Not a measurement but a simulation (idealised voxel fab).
Documented hereafter: the process module known as voxel gate over fins.
It is cross-section cut that appears here, measuring 280 nm in width, its square cells being 5 nm in size.
This document writes a cross-section as a grid whose cells are square, and gives it as bands, listed from the top down; one or more rows of cells form a band.
The band entry comprises the height of the band's top followed by the height of its bottom, expressed in nm, and subsequently the band's materials from left to right, each stated together with its width in nm. Where a single material is marked with the word "all across", that material fills the band from edge to edge. The word "empty" represents empty space.
Height reference: 0 = level under which incoming wafer is all one material. Lowest band: no bottom, runs on downward, e.g. "top 0, no bottom".
Width "30..40": first value at the band's top row of cells, second value at its bottom row, equal change from row to row.
You'll sometimes find "remains unaltered" written for a step, and that's the way of saying that nowhere in the cross-section did a cell change during that step.
Entry "closed voids". Content: empty spaces with no open connection to the top, size 8 cells or greater. Each: width x height at distance. Distance: from left edge. Unit: nm.
Text after the settings on a step's line: the simulator's own remark on that step.
For masked steps, "overlay nm" on the step line gives how far right of plan the mask actually lay; a minus sign means it lay to the left.
Steps planned for the process
1: op RECEIVE | material Si
2: op CONFORMAL_DEP | material SiN | thk nm 10
3: op PATTERN | tone cover | mask id FINS | material resist | width nm 15 | pitch nm 45 | thk nm 20 | overlay nm 0
4: op DIRECTIONAL_ETCH | etch materials SiN | depth nm 10
5: op DIRECTIONAL_ETCH | etch materials Si | depth nm 35
6: op STRIP | etch materials resist
7: op OXIDIZE | depth nm 5
8: op FILL_DEP | material SiO2 | thk nm 10
9: op CMP | height nm 10
10: op SELECTIVE_ETCH | etch materials SiO2 | depth nm 20
11: op STRIP | etch materials SiN
12: op CONFORMAL_DEP | material HfO2 | thk nm 5
13: op CONFORMAL_DEP | material TiN | thk nm 5
14: op CONFORMAL_DEP | material TiAl | thk nm 5
15: op CONFORMAL_DEP | material TiN | thk nm 5
16: op FILL_DEP | material W | thk nm 10
17: op CMP | height nm 25
18: op CONFORMAL_DEP | material SiN | thk nm 10
Received-state cross-section, reflecting completion of step 1
- top 0, no bottom  Si all across
- closed voids: none
Wafer cross-section at module end: first of two, run to plan
- top 35, bottom 25  SiN all across
- top 25, bottom 20  W all across
- top 20, bottom 15  95 nm W | 90 nm TiN | 95 nm W
- top 15, bottom 10  95 nm W | 5 nm TiN | 35 nm TiAl | 10 nm TiN | 35 nm TiAl | 5 nm TiN | 95 nm W
- top 10, bottom 5  100 nm TiN | 5 nm TiAl | 25 nm TiN | 5 nm TiAl | 10 nm TiN | 5 nm TiAl | 25 nm TiN | 5 nm TiAl | 100 nm TiN
- top 5, bottom 0  105 nm TiAl | 5 nm TiN | 15 nm HfO2 | 5 nm TiN | 20 nm TiAl | 5 nm TiN | 15 nm HfO2 | 5 nm TiN | 105 nm TiAl
- top 0, bottom -5  110 nm TiN | 5 nm HfO2 | 5 nm Si | 5 nm HfO2 | 30 nm TiN | 5 nm HfO2 | 5 nm Si | 5 nm HfO2 | 110 nm TiN
- top -5, bottom -10  115 nm HfO2 | 5 nm Si | 40 nm HfO2 | 5 nm Si | 115 nm HfO2
- top -10, bottom -40  115 nm SiO2 | 5 nm Si | 40 nm SiO2 | 5 nm Si | 115 nm SiO2
- top -40, no bottom  Si all across
- closed voids: none
Second wafer through the module, sectioned at the end: same beginning and same plan as the first wafer, with one mistake in carrying it out
- top 35, bottom 25  SiN all across
- top 25, bottom 20  W all across
- top 20, bottom 15  90 nm W | 100 nm TiN | 90 nm W
- top 15, bottom 10  90 nm W | 5 nm TiN | 90 nm TiAl | 5 nm TiN | 90 nm W
- top 10, bottom 5  90 nm W | 5 nm TiN | 5 nm TiAl | 35 nm TiN | 10 nm TiAl | 35 nm TiN | 5 nm TiAl | 5 nm TiN | 90 nm W
- top 5, bottom 0  90 nm W | 5 nm TiN | 5 nm TiAl | 5 nm TiN | 25 nm HfO2 | 5 nm TiN | 10 nm TiAl | 5 nm TiN | 25 nm HfO2 | 5 nm TiN | 5 nm TiAl | 5 nm TiN | 90 nm W
- top 0, bottom -15  90 nm W | 5 nm TiN | 5 nm TiAl | 5 nm TiN | 5 nm HfO2 | 5 nm SiO2 | 5 nm Si | 5 nm SiO2 | 5 nm HfO2 | 5 nm TiN | 10 nm TiAl | 5 nm TiN | 5 nm HfO2 | 5 nm SiO2 | 5 nm Si | 5 nm SiO2 | 5 nm HfO2 | 5 nm TiN | 5 nm TiAl | 5 nm TiN | 90 nm W
- top -15, bottom -20  95 nm TiN | 5 nm TiAl | 5 nm TiN | 5 nm HfO2 | 5 nm SiO2 | 5 nm Si | 5 nm SiO2 | 5 nm HfO2 | 5 nm TiN | 10 nm TiAl | 5 nm TiN | 5 nm HfO2 | 5 nm SiO2 | 5 nm Si | 5 nm SiO2 | 5 nm HfO2 | 5 nm TiN | 5 nm TiAl | 95 nm TiN
- top -20, bottom -25  100 nm TiAl | 5 nm TiN | 5 nm HfO2 | 5 nm SiO2 | 5 nm Si | 5 nm SiO2 | 5 nm HfO2 | 5 nm TiN | 10 nm TiAl | 5 nm TiN | 5 nm HfO2 | 5 nm SiO2 | 5 nm Si | 5 nm SiO2 | 5 nm HfO2 | 5 nm TiN | 100 nm TiAl
- top -25, bottom -30  105 nm TiN | 5 nm HfO2 | 5 nm SiO2 | 5 nm Si | 5 nm SiO2 | 5 nm HfO2 | 20 nm TiN | 5 nm HfO2 | 5 nm SiO2 | 5 nm Si | 5 nm SiO2 | 5 nm HfO2 | 105 nm TiN
- top -30, bottom -35  110 nm HfO2 | 5 nm SiO2 | 5 nm Si | 5 nm SiO2 | 30 nm HfO2 | 5 nm SiO2 | 5 nm Si | 5 nm SiO2 | 110 nm HfO2
- top -35, bottom -40  115 nm SiO2 | 5 nm Si | 40 nm SiO2 | 5 nm Si | 115 nm SiO2
- top -40, no bottom  Si all across
- closed voids: none
Misprocessing identified: step 8 off recipe, ran as op FILL_DEP | material SiN | thk nm 10
Wrapping up, a cell-based count of both wafers puts the second over or under the first for these materials: 20 more of HfO2 | 242 fewer of SiO2 | 20 more of TiAl | 26 more of TiN | 176 more of W
